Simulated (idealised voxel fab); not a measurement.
process module | voxel self aligned vias
cross-section cut | 265 nm wide | cells 5 nm
A cross-section is a grid of square cells, given in bands from the top down. A band is one or more rows of cells.
Each band's line starts with the height of the band's top and of its bottom, in nm. Then come its materials from left to right, each with its width in nm. One material with "throughout" fills the band from edge to edge. "air" is empty space.
Height 0 is the level under which the wafer as received is all one material. The lowest band goes on downwards, as in "0 down".
A width such as "30 to 40" changes by the same amount from each row of cells to the next, from the band's top row to its bottom row.
"no change" after a step means that no cell of the cross-section changed.
closed voids: empty space of 8 cells or more with no open way to the top, each as width x height at its distance from the left edge, in nm
after a step's settings: what the simulator itself notes on the step
overlay nm, on a step with a mask: how far to the right of its planned place the mask lay; to the left if negative
plan
1 op RECEIVE | material Si
2 op CONFORMAL_DEP | material SiO2 | thk nm 15
3 op CONFORMAL_DEP | material SiCN | thk nm 5
4 op DIRECTIONAL_DEP | material lowk | thk nm 25
5 op DIRECTIONAL_DEP | material aC | thk nm 10
6 op PATTERN | tone open | mask id LINES | material resist | width nm 30 | pitch nm 80 | thk nm 30 | overlay nm 0
7 op DIRECTIONAL_ETCH | etch materials aC | depth nm 10
8 op STRIP | etch materials resist
9 op DIRECTIONAL_ETCH | etch materials lowk | depth nm 25
10 op STRIP | etch materials aC
11 op CONFORMAL_DEP | material TiN | thk nm 5
12 op FILL_DEP | material Ru | thk nm 10
13 op CMP | height nm 45
14 op SELECTIVE_ETCH | etch materials W Ru TiN | depth nm 10
15 op FILL_DEP | material SiN | thk nm 5
16 op CMP | height nm 45
17 op DIRECTIONAL_DEP | material lowk | thk nm 15
18 op DIRECTIONAL_DEP | material aC | thk nm 10
19 op PATTERN | tone open | mask id VIAS | material resist | width nm 50 | pitch nm 160 | thk nm 30 | overlay nm 0
20 op DIRECTIONAL_ETCH | etch materials aC | depth nm 10
21 op STRIP | etch materials resist
22 op DIRECTIONAL_ETCH | etch materials lowk | depth nm 15
23 op DIRECTIONAL_ETCH | etch materials SiN | depth nm 10
24 op STRIP | etch materials aC
25 op CONFORMAL_DEP | material TiN | thk nm 5
26 op FILL_DEP | material Cu | thk nm 10
27 op CMP | height nm 60
28 op CONFORMAL_DEP | material SiCN | thk nm 5
as received, after step 1
  0 down: Si throughout
  closed voids: none
first wafer at the end, as planned
  65 to 60: SiCN throughout
  60 to 50: lowk 25 | TiN 5 | Cu 40 | TiN 5 | lowk 110 | TiN 5 | Cu 40 | TiN 5 | lowk 30
  50 to 45: lowk 25 | TiN 15 | Cu 20 | TiN 15 | lowk 110 | TiN 15 | Cu 20 | TiN 15 | lowk 30
  45 to 40: lowk 35 | TiN 5 | Cu 20 | TiN 5 | lowk 50 | SiN 30 | lowk 50 | TiN 5 | Cu 20 | TiN 5 | lowk 40
  40 to 35: lowk 35 | TiN 30 | lowk 50 | SiN 30 | lowk 50 | TiN 30 | lowk 40
  35 to 25: lowk 35 | TiN 5 | Ru 20 | TiN 5 | lowk 50 | TiN 5 | Ru 20 | TiN 5 | lowk 50 | TiN 5 | Ru 20 | TiN 5 | lowk 40
  25 to 20: lowk 35 | TiN 30 | lowk 50 | TiN 30 | lowk 50 | TiN 30 | lowk 40
  20 to 15: SiCN throughout
  15 to 0: SiO2 throughout
  0 down: Si throughout
  closed voids: none
second wafer at the end: like start, like plan, one mistake
  65 to 60: SiCN throughout
  60 to 50: lowk 25 | TiN 5 | Cu 40 | TiN 5 | lowk 110 | TiN 5 | Cu 40 | TiN 5 | lowk 30
  50 to 45: lowk 25 | TiN 15 | Cu 20 | TiN 15 | lowk 110 | TiN 15 | Cu 20 | TiN 15 | lowk 30
  45 to 40: lowk 35 | TiN 5 | Cu 20 | TiN 5 | lowk 50 | SiN 30 | lowk 50 | TiN 5 | Cu 20 | TiN 5 | lowk 40
  40 to 35: lowk 35 | TiN 30 | lowk 50 | SiN 30 | lowk 50 | TiN 30 | lowk 40
  35 to 25: lowk 35 | TiN 5 | SiN 20 | TiN 5 | lowk 50 | TiN 5 | SiN 20 | TiN 5 | lowk 50 | TiN 5 | SiN 20 | TiN 5 | lowk 40
  25 to 20: lowk 35 | TiN 30 | lowk 50 | TiN 30 | lowk 50 | TiN 30 | lowk 40
  20 to 15: SiCN throughout
  15 to 0: SiO2 throughout
  0 down: Si throughout
  closed voids: none
what went wrong: step 12 ran as: op FILL_DEP | material SiN | thk nm 10
at the end the second wafer has, in cells: 24 fewer of Ru | 24 more of SiN
